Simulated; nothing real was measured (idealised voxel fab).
Process module under the name voxel lift off
Xsec cut, 175 nm wide, square cell size 5 nm.
In this document a cross-section is written as a grid of square cells. It is given as a series of bands, listed from the top down, and a band is one or more rows of cells. For a band, the entry starts with two heights in nm, that of the top and then that of the bottom, and carries on with the band's materials in order from left to right, each alongside its width in nm; the word "everywhere" beside a single material means it fills the band edge to edge, and "air" means empty space. All heights in this document are referenced to 0, defined as the level beneath which the wafer, as received, consists entirely of one material. The lowest band is not bounded below; it extends indefinitely downward and is written in the form "0 -> down". Quick explanation for "30->40": the width changes in equal steps down the rows of cells, from the first number in the band's top row to the second number in its bottom row. It should be understood that the words "no modification", when stated for a given step, signify that the cross-section underwent no change in any of its cells during that step. In "Closed empty spaces" the enclosed voids are listed, meaning empty spaces of 8 cells or larger without any opening to the top. The form is width x height at distance, distance from the left edge, units nm. On a step's line, text after the settings is the simulator commenting on that step. overlay nm: where the mask lay relative to plan, measured to the right, on steps with a mask; negatives go left.
[Planned process steps]
1,RECEIVE: material Si
2,CONFORMAL_DEP: material SiO2, thk nm 5
3,PATTERN: tone open, mask id LINES, material resist, width nm 15, pitch nm 40, thk nm 20, overlay nm 0
4,DIRECTIONAL_DEP: material Ru, thk nm 5
5,STRIP: etch materials resist
6,CONFORMAL_DEP: material SiO2, thk nm 10
[First of two wafers, with the run carried out as planned]
[Incoming wafer, cross-sectional view, post step 1]
	0 -> down | Si everywhere
	Closed empty spaces: none
[After step 2, in cross-section]
	5 -> 0 | SiO2 everywhere
	Under 0: no change, same as before.
[After step 3, in cross-section]
	25 -> 5 | 20 of resist, 15 of air, 25 of resist, 15 of air, 25 of resist, 15 of air, 25 of resist, 15 of air, 20 of resist
	Under 5: no change, same as before.
[After step 4, in cross-section]
	30 -> 25 | 20 of Ru, 15 of air, 25 of Ru, 15 of air, 25 of Ru, 15 of air, 25 of Ru, 15 of air, 20 of Ru
	25 -> 10 | 20 of resist, 15 of air, 25 of resist, 15 of air, 25 of resist, 15 of air, 25 of resist, 15 of air, 20 of resist
	10 -> 5 | 20 of resist, 15 of Ru, 25 of resist, 15 of Ru, 25 of resist, 15 of Ru, 25 of resist, 15 of Ru, 20 of resist
	Under 5: no change, same as before.
[After step 5, in cross-section]
	10 -> 5 | 20 of air, 15 of Ru, 25 of air, 15 of Ru, 25 of air, 15 of Ru, 25 of air, 15 of Ru, 20 of air
	Under 5: no change, same as before.
[After step 6, in cross-section]
	20 -> 15 | 10 of air, 35 of SiO2, 5 of air, 35 of SiO2, 5 of air, 35 of SiO2, 5 of air, 35 of SiO2, 10 of air
	15 -> 10 | SiO2 everywhere
	10 -> 5 | 20 of SiO2, 15 of Ru, 25 of SiO2, 15 of Ru, 25 of SiO2, 15 of Ru, 25 of SiO2, 15 of Ru, 20 of SiO2
	Under 5: no change, same as before.
[Second of two: same start, same plan, one run error; steps up to and including 2 match the first]
[Cross-section of the second wafer at the time by which step 3 should have been completed according to the plan]
	25 -> 5 | 20 of air, 15 of resist, 25 of air, 15 of resist, 25 of air, 15 of resist, 25 of air, 15 of resist, 20 of air
	Under 5: no change, same as before.
[Cross-section of the second wafer at the time by which step 4 should have been completed according to the plan]
	30 -> 25 | 20 of air, 15 of Ru, 25 of air, 15 of Ru, 25 of air, 15 of Ru, 25 of air, 15 of Ru, 20 of air
	25 -> 10 | 20 of air, 15 of resist, 25 of air, 15 of resist, 25 of air, 15 of resist, 25 of air, 15 of resist, 20 of air
	10 -> 5 | 20 of Ru, 15 of resist, 25 of Ru, 15 of resist, 25 of Ru, 15 of resist, 25 of Ru, 15 of resist, 20 of Ru
	Under 5: no change, same as before.
[Cross-section of the second wafer at the time by which step 5 should have been completed according to the plan]
	10 -> 5 | 20 of Ru, 15 of air, 25 of Ru, 15 of air, 25 of Ru, 15 of air, 25 of Ru, 15 of air, 20 of Ru
	Under 5: no change, same as before.
[Cross-section of the second wafer at the time by which step 6 should have been completed according to the plan]
	20 -> 10 | SiO2 everywhere
	10 -> 5 | 20 of Ru, 15 of SiO2, 25 of Ru, 15 of SiO2, 25 of Ru, 15 of SiO2, 25 of Ru, 15 of SiO2, 20 of Ru
	Under 5: no change, same as before.
What was the processing mistake? not per plan at step 3, really ran PATTERN: tone cover, mask id LINES, material resist, width nm 15, pitch nm 40, thk nm 20, overlay nm 0
Bottom line after processing is that, in cells, the second wafer is up or down on some materials versus the first: Ru +11; SiO2 -4
